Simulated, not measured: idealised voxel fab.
process module | voxel self aligned vias
cross-section cut | 250 nm wide | cells 5 nm
A cross-section is a grid of square cells, given in bands from the top down. A band is one or more rows of cells.
Each band's line starts with the height of the band's top and of its bottom, in nm. Then come its materials from left to right, each with its width in nm. One material with "throughout" fills the band from edge to edge. "air" is empty space.
Height 0 is the level under which the wafer as received is all one material. The lowest band goes on downwards, as in "0 down".
A width such as "30 to 40" changes by the same amount from each row of cells to the next, from the band's top row to its bottom row.
"no change" after a step means that no cell of the cross-section changed.
closed voids: empty space of 8 cells or more with no open way to the top, each as width x height at its distance from the left edge, in nm
after a step's settings: what the simulator itself notes on the step
overlay nm, on a step with a mask: how far to the right of its planned place the mask lay; to the left if negative
plan
1 op RECEIVE | material Si
2 op CONFORMAL_DEP | material SiO2 | thk nm 10
3 op CONFORMAL_DEP | material SiCN | thk nm 5
4 op DIRECTIONAL_DEP | material lowk | thk nm 25
5 op PATTERN | tone open | mask id LINES | material resist | width nm 30 | pitch nm 65 | thk nm 15 | overlay nm 0
6 op DIRECTIONAL_ETCH | etch materials lowk | depth nm 25
7 op STRIP | etch materials resist
8 op CONFORMAL_DEP | material TiN | thk nm 5
9 op FILL_DEP | material Ru | thk nm 10
10 op CMP | height nm 40
11 op SELECTIVE_ETCH | etch materials W Ru TiN | depth nm 10
12 op FILL_DEP | material SiN | thk nm 10
13 op CMP | height nm 40
14 op DIRECTIONAL_DEP | material lowk | thk nm 15
15 op PATTERN | tone open | mask id VIAS | material resist | width nm 50 | pitch nm 65 | thk nm 20 | overlay nm 0
16 op DIRECTIONAL_ETCH | etch materials lowk | depth nm 15
17 op DIRECTIONAL_ETCH | etch materials SiN | depth nm 10
18 op STRIP | etch materials resist
19 op CONFORMAL_DEP | material TiN | thk nm 5
20 op FILL_DEP | material W | thk nm 5
21 op CMP | height nm 55
22 op CONFORMAL_DEP | material SiN | thk nm 5
first wafer, as planned
as received, after step 1
  0 down: Si throughout
  closed voids: none
after step 2
  10 to 0: SiO2 throughout
  below 0: unchanged
after step 3
  15 to 10: SiCN throughout
  below 10: unchanged
after step 4
  40 to 15: lowk throughout
  below 15: unchanged
after step 5
  55 to 40: resist 45 | air 30 | resist 35 | air 30 | resist 35 | air 30 | resist 45
  below 40: unchanged
after step 6
  55 to 40: resist 45 | air 30 | resist 35 | air 30 | resist 35 | air 30 | resist 45
  40 to 15: lowk 45 | air 30 | lowk 35 | air 30 | lowk 35 | air 30 | lowk 45
  below 15: unchanged
after step 7
  40 to 15: lowk 45 | air 30 | lowk 35 | air 30 | lowk 35 | air 30 | lowk 45
  below 15: unchanged
after step 8
  45 to 40: TiN 50 | air 20 | TiN 45 | air 20 | TiN 45 | air 20 | TiN 50
  40 to 20: lowk 45 | TiN 5 | air 20 | TiN 5 | lowk 35 | TiN 5 | air 20 | TiN 5 | lowk 35 | TiN 5 | air 20 | TiN 5 | lowk 45
  20 to 15: lowk 45 | TiN 30 | lowk 35 | TiN 30 | lowk 35 | TiN 30 | lowk 45
  below 15: unchanged
after step 9
  55 to 45: Ru throughout
  45 to 40: TiN 50 | Ru 20 | TiN 45 | Ru 20 | TiN 45 | Ru 20 | TiN 50
  40 to 20: lowk 45 | TiN 5 | Ru 20 | TiN 5 | lowk 35 | TiN 5 | Ru 20 | TiN 5 | lowk 35 | TiN 5 | Ru 20 | TiN 5 | lowk 45
  below 20: unchanged
after step 10
  40 to 20: lowk 45 | TiN 5 | Ru 20 | TiN 5 | lowk 35 | TiN 5 | Ru 20 | TiN 5 | lowk 35 | TiN 5 | Ru 20 | TiN 5 | lowk 45
  below 20: unchanged
after step 11
  40 to 30: lowk 45 | air 30 | lowk 35 | air 30 | lowk 35 | air 30 | lowk 45
  below 30: unchanged
after step 12
  50 to 40: SiN throughout
  40 to 30: lowk 45 | SiN 30 | lowk 35 | SiN 30 | lowk 35 | SiN 30 | lowk 45
  below 30: unchanged
after step 13
  40 to 30: lowk 45 | SiN 30 | lowk 35 | SiN 30 | lowk 35 | SiN 30 | lowk 45
  below 30: unchanged
after step 14
  55 to 40: lowk throughout
  below 40: unchanged
after step 15
  75 to 55: resist 35 | air 50 | resist 15 | air 50 | resist 15 | air 50 | resist 35
  below 55: unchanged
after step 16
  75 to 55: resist 35 | air 50 | resist 15 | air 50 | resist 15 | air 50 | resist 35
  55 to 40: lowk 35 | air 50 | lowk 15 | air 50 | lowk 15 | air 50 | lowk 35
  below 40: unchanged
after step 17
  75 to 55: resist 35 | air 50 | resist 15 | air 50 | resist 15 | air 50 | resist 35
  55 to 40: lowk 35 | air 50 | lowk 15 | air 50 | lowk 15 | air 50 | lowk 35
  40 to 30: lowk 45 | air 30 | lowk 35 | air 30 | lowk 35 | air 30 | lowk 45
  below 30: unchanged
after step 18
  55 to 40: lowk 35 | air 50 | lowk 15 | air 50 | lowk 15 | air 50 | lowk 35
  below 40: unchanged
after step 19
  60 to 55: TiN 40 | air 40 | TiN 25 | air 40 | TiN 25 | air 40 | TiN 40
  55 to 45: lowk 35 | TiN 5 | air 40 | TiN 5 | lowk 15 | TiN 5 | air 40 | TiN 5 | lowk 15 | TiN 5 | air 40 | TiN 5 | lowk 35
  45 to 35: lowk 35 to 45 | TiN 15 to 5 | air 20 | TiN 15 to 5 | lowk 15 to 35 | TiN 15 to 5 | air 20 | TiN 15 to 5 | lowk 15 to 35 | TiN 15 to 5 | air 20 | TiN 15 to 5 | lowk 35 to 45
  35 to 30: lowk 45 | TiN 30 | lowk 35 | TiN 30 | lowk 35 | TiN 30 | lowk 45
  below 30: unchanged
after step 20
  65 to 60: W throughout
  60 to 55: TiN 40 | W 40 | TiN 25 | W 40 | TiN 25 | W 40 | TiN 40
  55 to 45: lowk 35 | TiN 5 | W 40 | TiN 5 | lowk 15 | TiN 5 | W 40 | TiN 5 | lowk 15 | TiN 5 | W 40 | TiN 5 | lowk 35
  45 to 35: lowk 35 to 45 | TiN 15 to 5 | W 20 | TiN 15 to 5 | lowk 15 to 35 | TiN 15 to 5 | W 20 | TiN 15 to 5 | lowk 15 to 35 | TiN 15 to 5 | W 20 | TiN 15 to 5 | lowk 35 to 45
  below 35: unchanged
after step 21
  55 to 45: lowk 35 | TiN 5 | W 40 | TiN 5 | lowk 15 | TiN 5 | W 40 | TiN 5 | lowk 15 | TiN 5 | W 40 | TiN 5 | lowk 35
  below 45: unchanged
after step 22
  60 to 55: SiN throughout
  below 55: unchanged
second wafer: like start, like plan, one mistake. Through step 9 it matches the first wafer
when step 10 should have ended
  30 to 20: lowk 45 | TiN 5 | Ru 20 | TiN 5 | lowk 35 | TiN 5 | Ru 20 | TiN 5 | lowk 35 | TiN 5 | Ru 20 | TiN 5 | lowk 45
  below 20: unchanged
when step 11 should have ended
  30 to 20: lowk 45 | air 30 | lowk 35 | air 30 | lowk 35 | air 30 | lowk 45
  below 20: unchanged
when step 12 should have ended
  40 to 30: SiN throughout
  30 to 20: lowk 45 | SiN 30 | lowk 35 | SiN 30 | lowk 35 | SiN 30 | lowk 45
  below 20: unchanged
when step 13 should have ended: no change
when step 14 should have ended
  55 to 40: lowk throughout
  below 40: unchanged
when step 15 should have ended
  75 to 55: resist 35 | air 50 | resist 15 | air 50 | resist 15 | air 50 | resist 35
  below 55: unchanged
when step 16 should have ended
  75 to 55: resist 35 | air 50 | resist 15 | air 50 | resist 15 | air 50 | resist 35
  55 to 40: lowk 35 | air 50 | lowk 15 | air 50 | lowk 15 | air 50 | lowk 35
  below 40: unchanged
when step 17 should have ended
  75 to 55: resist 35 | air 50 | resist 15 | air 50 | resist 15 | air 50 | resist 35
  55 to 40: lowk 35 | air 50 | lowk 15 | air 50 | lowk 15 | air 50 | lowk 35
  40 to 30: SiN 35 | air 50 | SiN 15 | air 50 | SiN 15 | air 50 | SiN 35
  below 30: unchanged
when step 18 should have ended
  55 to 40: lowk 35 | air 50 | lowk 15 | air 50 | lowk 15 | air 50 | lowk 35
  below 40: unchanged
when step 19 should have ended
  60 to 55: TiN 40 | air 40 | TiN 25 | air 40 | TiN 25 | air 40 | TiN 40
  55 to 40: lowk 35 | TiN 5 | air 40 | TiN 5 | lowk 15 | TiN 5 | air 40 | TiN 5 | lowk 15 | TiN 5 | air 40 | TiN 5 | lowk 35
  40 to 35: SiN 35 | TiN 5 | air 40 | TiN 5 | SiN 15 | TiN 5 | air 40 | TiN 5 | SiN 15 | TiN 5 | air 40 | TiN 5 | SiN 35
  35 to 30: SiN 35 | TiN 50 | SiN 15 | TiN 50 | SiN 15 | TiN 50 | SiN 35
  below 30: unchanged
when step 20 should have ended
  65 to 60: W throughout
  60 to 55: TiN 40 | W 40 | TiN 25 | W 40 | TiN 25 | W 40 | TiN 40
  55 to 40: lowk 35 | TiN 5 | W 40 | TiN 5 | lowk 15 | TiN 5 | W 40 | TiN 5 | lowk 15 | TiN 5 | W 40 | TiN 5 | lowk 35
  40 to 35: SiN 35 | TiN 5 | W 40 | TiN 5 | SiN 15 | TiN 5 | W 40 | TiN 5 | SiN 15 | TiN 5 | W 40 | TiN 5 | SiN 35
  below 35: unchanged
when step 21 should have ended
  55 to 40: lowk 35 | TiN 5 | W 40 | TiN 5 | lowk 15 | TiN 5 | W 40 | TiN 5 | lowk 15 | TiN 5 | W 40 | TiN 5 | lowk 35
  below 40: unchanged
when step 22 should have ended
  60 to 55: SiN throughout
  below 55: unchanged
what went wrong: step 10 ran as: op CMP | height nm 30
at the end the second wafer has, in cells: 24 fewer of Ru | 76 more of SiN | 12 fewer of TiN | 24 more of W | 64 fewer of lowk
